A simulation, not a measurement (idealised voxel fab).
Process module in this document: voxel plated lines
Xsec cut, 245 nm wide, square cell size 5 nm.
When this document writes out a cross-section, it uses a grid of square cells and lists it as bands, beginning at the top and moving down, with a band standing for one or more rows of cells.
What a band's entry tells you: where the top is and where the bottom is, as heights in nm, and after that what lies inside, material by material from left to right, each with its width in nm. Empty space is written as the word "air", and a single material marked with the word "full width" occupies the band from edge to edge.
Heights from 0 (as-received wafer is one material below). Bottom band endless downward, as "top 0, no bottom".
Read "30..40" as a graded width: first number on top, second number at the bottom, same change between each pair of neighbouring rows.
The designation "no change", where it is given for a processing step, indicates that no cell of the cross-section was altered in the course of that step.
Entry "Trapped cavities". Content: empty spaces with no open connection to the top, size 8 cells or greater. Each: width x height at distance. Distance: from left edge. Unit: nm.
That trailing text on a step's line, after the settings, is the simulator's own remark on the step.
What "overlay nm" on a step's line means: if the step has a mask, that mask lay this far to the right of its planned place, or, when the value is negative, to the left.
**Planned step list for the process**
step 1: RECEIVE [material Si]
step 2: CONFORMAL_DEP [material SiN] [thk nm 10]
step 3: DIRECTIONAL_DEP [material TiN] [thk nm 5]
step 4: PATTERN [tone open] [mask id LINES] [material resist] [width nm 30] [pitch nm 55] [thk nm 35] [overlay nm 0]
step 5: EPI [material Ru] [thk nm 10]
step 6: EPI [material Ru] [thk nm 5]
step 7: EPI [material Ru] [thk nm 5]
step 8: STRIP [etch materials resist]
step 9: DIRECTIONAL_ETCH [etch materials TiN] [depth nm 5]
step 10: CONFORMAL_DEP [material SiO2] [thk nm 5]
**As-received wafer cross-section (after step 1)**
  top 0, no bottom  Si full width
  Trapped cavities: none
**Here's the cross-section of the first of our two wafers at the end of the module - it ran as planned**
  top 40, bottom 35  20 air | 40 SiO2 | 15 air | 40 SiO2 | 15 air | 40 SiO2 | 15 air | 40 SiO2 | 20 air
  top 35, bottom 15  20 air | 5 SiO2 | 30 Ru | 5 SiO2 | 15 air | 5 SiO2 | 30 Ru | 5 SiO2 | 15 air | 5 SiO2 | 30 Ru | 5 SiO2 | 15 air | 5 SiO2 | 30 Ru | 5 SiO2 | 20 air
  top 15, bottom 10  25 SiO2 | 30 TiN | 25 SiO2 | 30 TiN | 25 SiO2 | 30 TiN | 25 SiO2 | 30 TiN | 25 SiO2
  top 10, bottom 0  SiN full width
  top 0, no bottom  Si full width
  Trapped cavities: none
**Cross-section, wafer two of two, end of module: same start and plan as wafer one, one error in execution**
  top 30, bottom 25  20 air | 40 SiO2 | 15 air | 40 SiO2 | 15 air | 40 SiO2 | 15 air | 40 SiO2 | 20 air
  top 25, bottom 15  20 air | 5 SiO2 | 30 Ru | 5 SiO2 | 15 air | 5 SiO2 | 30 Ru | 5 SiO2 | 15 air | 5 SiO2 | 30 Ru | 5 SiO2 | 15 air | 5 SiO2 | 30 Ru | 5 SiO2 | 20 air
  top 15, bottom 10  25 SiO2 | 30 TiN | 25 SiO2 | 30 TiN | 25 SiO2 | 30 TiN | 25 SiO2 | 30 TiN | 25 SiO2
  top 10, bottom 0  SiN full width
  top 0, no bottom  Si full width
  Trapped cavities: none
What went wrong in running the wafer? plan step 5 skipped
The closing comparison, in cells, has the second wafer with more or fewer of some materials than the first: Ru -48; SiO2 -16
